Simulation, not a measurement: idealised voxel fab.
Documented hereafter: the process module known as voxel self aligned vias.
Section shown: cut. Width: 210 nm. Cell size: 5 nm, square.
Square cells in a grid make up a cross-section in this document, and the grid is given as bands, listed from the top down, each one or more rows of cells.
The entry gives the band's vertical extent as a top height and a bottom height in nm, then its horizontal make-up as materials from left to right, each with a width in nm. "blank" stands for empty space; a single material marked "edge to edge" fills the band edge to edge.
Counting heights begins at 0, where everything beneath is, in the wafer as received, one material. The lowest band has no bottom; it goes on downwards, as "top 0, no bottom" shows.
You'd read "30 to 40" like this: the band's top row of cells is as wide as the first number, its bottom row is as wide as the second, and going down, every row changes width by the same amount as the row before did.
Step marked "no change occurred"? Then no cell in the cross-section changed in it.
Heads up: "Enclosed void inventory" only lists the empty pockets with no open path to the top that are 8 cells or more, and it writes them as width x height at distance, distance from the left edge, in nm.
If you see something after the settings on a step's line, that's the simulator's own remark about that step.
Among the settings permitted on a step's line is "overlay nm"; applied to a step with a mask, it specifies the extent to which the mask lay to the right of its planned position, whereas a negative figure signifies a position to the left.

[List of planned process steps]
1,op RECEIVE | material Si
2,op CONFORMAL_DEP | material SiO2 | thk nm 10
3,op CONFORMAL_DEP | material SiCN | thk nm 5
4,op DIRECTIONAL_DEP | material lowk | thk nm 30
5,op PATTERN | tone open | mask id LINES | material resist | width nm 20 | pitch nm 55 | thk nm 15 | overlay nm 0
6,op DIRECTIONAL_ETCH | etch materials lowk | depth nm 30
7,op STRIP | etch materials resist
8,op CONFORMAL_DEP | material TiN | thk nm 5
9,op FILL_DEP | material W | thk nm 10
10,op CMP | height nm 45
11,op SELECTIVE_ETCH | etch materials W Ru TiN | depth nm 10
12,op FILL_DEP | material SiN | thk nm 5
13,op CMP | height nm 45
14,op DIRECTIONAL_DEP | material lowk | thk nm 20
15,op MASKED_ETCH | tone open | mask id VIAS | width nm 40 | etch materials lowk | depth nm 20 | overlay nm 0
16,op MASKED_ETCH | tone open | mask id VIAS | width nm 40 | etch materials SiN | depth nm 10 | overlay nm 0
17,op CONFORMAL_DEP | material TiN | thk nm 5
18,op FILL_DEP | material W | thk nm 10
19,op CMP | height nm 65
20,op CONFORMAL_DEP | material SiCN | thk nm 5
For clarity, it should be stated that the wafers under discussion commence in an identical condition and differ with respect to the thk nm of step 8, the plan indicating the value that the first wafer had.

[So this is the first of several wafers, cross-sectioned as it came to us, meaning it's at the end of step 1]
top 0, no bottom = Si edge to edge
Enclosed void inventory: none

[Note: the following table is arranged by wafer, a row apiece. Each row reports the end-of-module state: per material, cells gained (+) or cells lost (-) compared with the wafer as received; closed voids follow]
thk nm 5 | +84 SiCN | +8 SiN | +84 SiO2 | +38 TiN | +34 W | +340 lowk | Enclosed void inventory: none
thk nm 10 | +84 SiCN | +8 SiN | +84 SiO2 | +50 TiN | +22 W | +340 lowk | Enclosed void inventory: none
thk nm 15 | +84 SiCN | +8 SiN | +84 SiO2 | +50 TiN | +22 W | +340 lowk | Enclosed void inventory: none
thk nm 20 | +84 SiCN | +8 SiN | +84 SiO2 | +50 TiN | +22 W | +340 lowk | Enclosed void inventory: none
